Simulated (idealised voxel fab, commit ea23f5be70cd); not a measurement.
Module name: voxel wiring stack (process module)
cross-section cut | 265 nm wide | cells 5 nm
Notation: cross-section as square-cell grid; stated in bands, top first, going down; one or more cell rows per band.
Heads up on the band format: heights come first, top then bottom, in nm. After that it's the materials left to right, each with its width in nm. A single material flagged "throughout" fills the whole band edge to edge, and "blank" means there's empty space there.
Note: height 0 marks the level under which the wafer is uniformly one material as received. Lowest band unbounded below, written "z 0 and below".
So if you see something like "30 to 40" for the width, read it as the top row of the band sitting at the first number and the bottom row at the second, with every row in between moving by the same amount as the last.
"nothing was modified", as given for a step, is the statement that not any cell of the cross-section underwent a change during that step.
Entry "Voids, enclosed". Content: empty spaces with no open connection to the top, size 8 cells or greater. Each: width x height at distance. Distance: from left edge. Unit: nm.
The remark found on a step's line after its settings is issued by the simulator itself and pertains to that step.
A step line may carry the setting "overlay nm", which, for steps involving a mask, states the distance by which the mask lay to the right of its intended position; negative values denote displacement to the left.
Structure of the following material. The material consists of pairs of cross-sections. Each pair comprises the cross-section before one process step and the cross-section after that step, the latter shown only down to the lowest band that changed. The step between the cross-sections is specified beneath each pair, including its settings. Pairs are not necessarily consecutive: they may derive from different runs of this module performed on the same starting wafer. Continuity with the pair above is to be assumed only where the entry headed "Before processing step" of the pair in question states it.
### Before processing step
  z 100 to 90 | lowk=55, then TiN=5, then Cu=10, then TiN=5, then lowk=25, then TiN=5, then Cu=10, then TiN=5, then lowk=25, then TiN=5, then Cu=10, then TiN=5, then lowk=25, then TiN=5, then Cu=10, then TiN=5, then lowk=55
  z 90 to 85 | lowk=55, then TiN=5, then Cu=5, then TiN=10, then lowk=25, then TiN=5, then Cu=5, then TiN=10, then lowk=25, then TiN=5, then Cu=5, then TiN=10, then lowk=25, then TiN=5, then Cu=5, then TiN=10, then lowk=55
  z 85 to 75 | lowk=55, then TiN=5, then Cu=5, then TiN=5, then lowk=30, then TiN=5, then Cu=5, then TiN=5, then lowk=30, then TiN=5, then Cu=5, then TiN=5, then lowk=30, then TiN=5, then Cu=5, then TiN=5, then lowk=60
  z 75 to 70 | SiCN=55, then TiN=15, then SiCN=30, then TiN=15, then SiCN=30, then TiN=15, then SiCN=30, then TiN=15, then SiCN=60
  z 70 to 55 | SiO2=55, then TiN=5, then Cu=10, then TiN=5, then SiO2=25, then TiN=5, then Cu=10, then TiN=5, then SiO2=25, then TiN=5, then Cu=10, then TiN=5, then SiO2=25, then TiN=5, then Cu=10, then TiN=5, then SiO2=55
  z 55 to 50 | SiO2=55, then TiN=5, then Cu=5, then TiN=10, then SiO2=25, then TiN=20, then SiO2=25, then TiN=5, then Cu=5, then TiN=10, then SiO2=25, then TiN=20, then SiO2=55
  z 50 to 35 | SiO2=55, then TiN=5, then Cu=5, then TiN=5, then SiO2=75, then TiN=5, then Cu=5, then TiN=5, then SiO2=105
  z 35 to 30 | SiCN=55, then TiN=15, then SiCN=75, then TiN=15, then SiCN=105
  z 30 to 15 | SiO2=55, then TiN=5, then W=10, then TiN=5, then SiO2=25, then TiN=5, then W=10, then TiN=5, then SiO2=25, then TiN=5, then W=10, then TiN=5, then SiO2=25, then TiN=5, then W=10, then TiN=5, then SiO2=55
  z 15 to 10 | SiN=55, then TiN=20, then SiN=25, then TiN=20, then SiN=25, then TiN=20, then SiN=25, then TiN=20, then SiN=55
  z 10 to 0 | SiO2 throughout
  z 0 and below | Si throughout
  Voids, enclosed: none
### Structure After Step
  z 105 to 100 | lowk throughout
  Lower than 100, everything is as it was.
  Voids, enclosed: none
Here is the step that sits between the two cross-sections above: op CONFORMAL_DEP | material lowk | thk nm 5
Before processing step: The cross-section prior to this step is the one presented after the step of the pair immediately above.
### Structure After Step
  z 130 to 100 | lowk throughout
  Lower than 100, everything is as it was.
  Voids, enclosed: none
Here is the step that sits between the two cross-sections above: op DIRECTIONAL_DEP | material lowk | thk nm 25
Before processing step: The cross-section prior to this step is the one presented after the step of the pair immediately above.
### Structure After Step
  z 130 to 105 | lowk=55, then blank=15, then lowk=30, then blank=15, then lowk=30, then blank=15, then lowk=30, then blank=15, then lowk=60
  Lower than 105, everything is as it was.
  Voids, enclosed: none
Here is the step that sits between the two cross-sections above: op MASKED_ETCH | tone open | mask id METAL_4_HOLES | width nm 15 | pitch nm 45 | etch materials lowk | depth nm 25 | overlay nm 0
Before processing step: The cross-section prior to this step is the one presented after the step of the pair immediately above.
### Structure After Step
  z 130 to 115 | lowk=55, then blank=20, then lowk=25, then blank=20, then lowk=25, then blank=20, then lowk=25, then blank=20, then lowk=55
  z 115 to 100 | lowk=55, then blank=15, then lowk=30, then blank=15, then lowk=30, then blank=15, then lowk=30, then blank=15, then lowk=60
  Lower than 100, everything is as it was.
  Voids, enclosed: none
Here is the step that sits between the two cross-sections above: op MASKED_ETCH | tone open | mask id METAL_4 | width nm 20 | pitch nm 45 | etch materials lowk | depth nm 15 | overlay nm 0
Before processing step: The cross-section prior to this step is the one presented after the step of the pair immediately above.
### Structure After Step
  z 135 to 130 | TiN=60, then blank=10, then TiN=35, then blank=10, then TiN=35, then blank=10, then TiN=35, then blank=10, then TiN=60
  z 130 to 120 | lowk=55, then TiN=5, then blank=10, then TiN=5, then lowk=25, then TiN=5, then blank=10, then TiN=5, then lowk=25, then TiN=5, then blank=10, then TiN=5, then lowk=25, then TiN=5, then blank=10, then TiN=5, then lowk=55
  z 120 to 115 | lowk=55, then TiN=5, then blank=5, then TiN=10, then lowk=25, then TiN=5, then blank=5, then TiN=10, then lowk=25, then TiN=5, then blank=5, then TiN=10, then lowk=25, then TiN=5, then blank=5, then TiN=10, then lowk=55
  z 115 to 105 | lowk=55, then TiN=5, then blank=5, then TiN=5, then lowk=30, then TiN=5, then blank=5, then TiN=5, then lowk=30, then TiN=5, then blank=5, then TiN=5, then lowk=30, then TiN=5, then blank=5, then TiN=5, then lowk=60
  z 105 to 100 | lowk=55, then TiN=15, then lowk=30, then TiN=15, then lowk=30, then TiN=15, then lowk=30, then TiN=15, then lowk=60
  Lower than 100, everything is as it was.
  Voids, enclosed: none
Here is the step that sits between the two cross-sections above: op CONFORMAL_DEP | material TiN | thk nm 5
Before processing step: The cross-section prior to this step is the one presented after the step of the pair immediately above.
### Structure After Step
  z 145 to 135 | Ru throughout
  z 135 to 130 | TiN=60, then Ru=10, then TiN=35, then Ru=10, then TiN=35, then Ru=10, then TiN=35, then Ru=10, then TiN=60
  z 130 to 120 | lowk=55, then TiN=5, then Ru=10, then TiN=5, then lowk=25, then TiN=5, then Ru=10, then TiN=5, then lowk=25, then TiN=5, then Ru=10, then TiN=5, then lowk=25, then TiN=5, then Ru=10, then TiN=5, then lowk=55
  z 120 to 115 | lowk=55, then TiN=5, then Ru=5, then TiN=10, then lowk=25, then TiN=5, then Ru=5, then TiN=10, then lowk=25, then TiN=5, then Ru=5, then TiN=10, then lowk=25, then TiN=5, then Ru=5, then TiN=10, then lowk=55
  z 115 to 105 | lowk=55, then TiN=5, then Ru=5, then TiN=5, then lowk=30, then TiN=5, then Ru=5, then TiN=5, then lowk=30, then TiN=5, then Ru=5, then TiN=5, then lowk=30, then TiN=5, then Ru=5, then TiN=5, then lowk=60
  Lower than 105, everything is as it was.
  Voids, enclosed: none
Here is the step that sits between the two cross-sections above: op FILL_DEP | material Ru | thk nm 10
Before processing step: The cross-section prior to this step is the one presented after the step of the pair immediately above.
### Structure After Step
  z 130 to 120 | lowk=55, then TiN=5, then Ru=10, then TiN=5, then lowk=25, then TiN=5, then Ru=10, then TiN=5, then lowk=25, then TiN=5, then Ru=10, then TiN=5, then lowk=25, then TiN=5, then Ru=10, then TiN=5, then lowk=55
  Lower than 120, everything is as it was.
  Voids, enclosed: none
Here is the step that sits between the two cross-sections above: op CMP | height nm 130
Before processing step: The cross-section prior to this step is the one presented after the step of the pair immediately above.
### Structure After Step
  z 135 to 130 | SiCN throughout
  Lower than 130, everything is as it was.
  Voids, enclosed: none
Here is the step that sits between the two cross-sections above: op CONFORMAL_DEP | material SiCN | thk nm 5
### Before processing step
  z 130 to 105 | lowk=55, then blank=15, then lowk=30, then blank=15, then lowk=30, then blank=15, then lowk=30, then blank=15, then lowk=60
  z 105 to 100 | SiCN throughout
  z 100 to 90 | lowk=55, then TiN=5, then Cu=10, then TiN=5, then lowk=25, then TiN=5, then Cu=10, then TiN=5, then lowk=25, then TiN=5, then Cu=10, then TiN=5, then lowk=25, then TiN=5, then Cu=10, then TiN=5, then lowk=55
  z 90 to 85 | lowk=55, then TiN=5, then Cu=5, then TiN=10, then lowk=25, then TiN=5, then Cu=5, then TiN=10, then lowk=25, then TiN=5, then Cu=5, then TiN=10, then lowk=25, then TiN=5, then Cu=5, then TiN=10, then lowk=55
  z 85 to 75 | lowk=55, then TiN=5, then Cu=5, then TiN=5, then lowk=30, then TiN=5, then Cu=5, then TiN=5, then lowk=30, then TiN=5, then Cu=5, then TiN=5, then lowk=30, then TiN=5, then Cu=5, then TiN=5, then lowk=60
  z 75 to 70 | SiCN=55, then TiN=15, then SiCN=30, then TiN=15, then SiCN=30, then TiN=15, then SiCN=30, then TiN=15, then SiCN=60
  z 70 to 55 | SiO2=55, then TiN=5, then Cu=10, then TiN=5, then SiO2=25, then TiN=5, then Cu=10, then TiN=5, then SiO2=25, then TiN=5, then Cu=10, then TiN=5, then SiO2=25, then TiN=5, then Cu=10, then TiN=5, then SiO2=55
  z 55 to 50 | SiO2=55, then TiN=5, then Cu=5, then TiN=10, then SiO2=25, then TiN=20, then SiO2=25, then TiN=5, then Cu=5, then TiN=10, then SiO2=25, then TiN=20, then SiO2=55
  z 50 to 35 | SiO2=55, then TiN=5, then Cu=5, then TiN=5, then SiO2=75, then TiN=5, then Cu=5, then TiN=5, then SiO2=105
  z 35 to 30 | SiCN=55, then TiN=15, then SiCN=75, then TiN=15, then SiCN=105
  z 30 to 15 | SiO2=55, then TiN=5, then W=10, then TiN=5, then SiO2=25, then TiN=5, then W=10, then TiN=5, then SiO2=25, then TiN=5, then W=10, then TiN=5, then SiO2=25, then TiN=5, then W=10, then TiN=5, then SiO2=55
  z 15 to 10 | SiN=55, then TiN=20, then SiN=25, then TiN=20, then SiN=25, then TiN=20, then SiN=25, then TiN=20, then SiN=55
  z 10 to 0 | SiO2 throughout
  z 0 and below | Si throughout
  Voids, enclosed: none
### Structure After Step
  z 130 to 115 | blank=70, then lowk=5, then blank=40, then lowk=5, then blank=40, then lowk=5, then blank=40, then lowk=5, then blank=55
  Lower than 115, everything is as it was.
  Voids, enclosed: none
Here is the step that sits between the two cross-sections above: op MASKED_ETCH | tone cover | mask id METAL_4 | width nm 20 | pitch nm 45 | etch materials lowk | depth nm 15 | overlay nm 0
Before processing step: The cross-section prior to this step is the one presented after the step of the pair immediately above.
### Structure After Step
  z 130 to 115 | blank=70, then lowk=5, then blank=40, then lowk=5, then blank=40, then lowk=5, then blank=40, then lowk=5, then blank=55
  z 115 to 105 | lowk=55, then blank=15, then lowk=30, then blank=15, then lowk=30, then blank=15, then lowk=30, then blank=15, then lowk=60
  z 105 to 100 | SiCN=55, then blank=15, then SiCN=30, then blank=15, then SiCN=30, then blank=15, then SiCN=30, then blank=15, then SiCN=60
  Lower than 100, everything is as it was.
  Voids, enclosed: none
Here is the step that sits between the two cross-sections above: op MASKED_ETCH | tone open | mask id METAL_4 | width nm 20 | pitch nm 45 | etch materials SiCN | depth nm 5 | overlay nm 0
Before processing step: The cross-section prior to this step is the one presented after the step of the pair immediately above.
### Structure After Step
  z 135 to 130 | blank=65, then TiN=15, then blank=30, then TiN=15, then blank=30, then TiN=15, then blank=30, then TiN=15, then blank=50
  z 130 to 120 | blank=65, then TiN=5, then lowk=5, then TiN=5, then blank=30, then TiN=5, then lowk=5, then TiN=5, then blank=30, then TiN=5, then lowk=5, then TiN=5, then blank=30, then TiN=5, then lowk=5, then TiN=5, then blank=50
  z 120 to 115 | TiN=60, then blank=5, then TiN=5, then lowk=5, then TiN=30, then blank=5, then TiN=5, then lowk=5, then TiN=30, then blank=5, then TiN=5, then lowk=5, then TiN=30, then blank=5, then TiN=5, then lowk=5, then TiN=55
  z 115 to 105 | lowk=55, then TiN=5, then blank=5, then TiN=5, then lowk=30, then TiN=5, then blank=5, then TiN=5, then lowk=30, then TiN=5, then blank=5, then TiN=5, then lowk=30, then TiN=5, then blank=5, then TiN=5, then lowk=60
  z 105 to 100 | SiCN=55, then TiN=15, then SiCN=30, then TiN=15, then SiCN=30, then TiN=15, then SiCN=30, then TiN=15, then SiCN=60
  Lower than 100, everything is as it was.
  Voids, enclosed: none
Here is the step that sits between the two cross-sections above: op CONFORMAL_DEP | material TiN | thk nm 5
Before processing step: The cross-section prior to this step is the one presented after the step of the pair immediately above.
### Structure After Step
  z 145 to 135 | Ru throughout
  z 135 to 130 | Ru=65, then TiN=15, then Ru=30, then TiN=15, then Ru=30, then TiN=15, then Ru=30, then TiN=15, then Ru=50
  z 130 to 120 | Ru=65, then TiN=5, then lowk=5, then TiN=5, then Ru=30, then TiN=5, then lowk=5, then TiN=5, then Ru=30, then TiN=5, then lowk=5, then TiN=5, then Ru=30, then TiN=5, then lowk=5, then TiN=5, then Ru=50
  z 120 to 115 | TiN=60, then Ru=5, then TiN=5, then lowk=5, then TiN=30, then Ru=5, then TiN=5, then lowk=5, then TiN=30, then Ru=5, then TiN=5, then lowk=5, then TiN=30, then Ru=5, then TiN=5, then lowk=5, then TiN=55
  z 115 to 105 | lowk=55, then TiN=5, then Ru=5, then TiN=5, then lowk=30, then TiN=5, then Ru=5, then TiN=5, then lowk=30, then TiN=5, then Ru=5, then TiN=5, then lowk=30, then TiN=5, then Ru=5, then TiN=5, then lowk=60
  Lower than 105, everything is as it was.
  Voids, enclosed: none
Here is the step that sits between the two cross-sections above: op FILL_DEP | material Ru | thk nm 10
Before processing step: The cross-section prior to this step is the one presented after the step of the pair immediately above.
### Structure After Step
  z 130 to 120 | Ru=65, then TiN=5, then lowk=5, then TiN=5, then Ru=30, then TiN=5, then lowk=5, then TiN=5, then Ru=30, then TiN=5, then lowk=5, then TiN=5, then Ru=30, then TiN=5, then lowk=5, then TiN=5, then Ru=50
  Lower than 120, everything is as it was.
  Voids, enclosed: none
Here is the step that sits between the two cross-sections above: op CMP | height nm 130
Before processing step: The cross-section prior to this step is the one presented after the step of the pair immediately above.
### Structure After Step
  z 135 to 130 | SiCN throughout
  Lower than 130, everything is as it was.
  Voids, enclosed: none
Here is the step that sits between the two cross-sections above: op CONFORMAL_DEP | material SiCN | thk nm 5
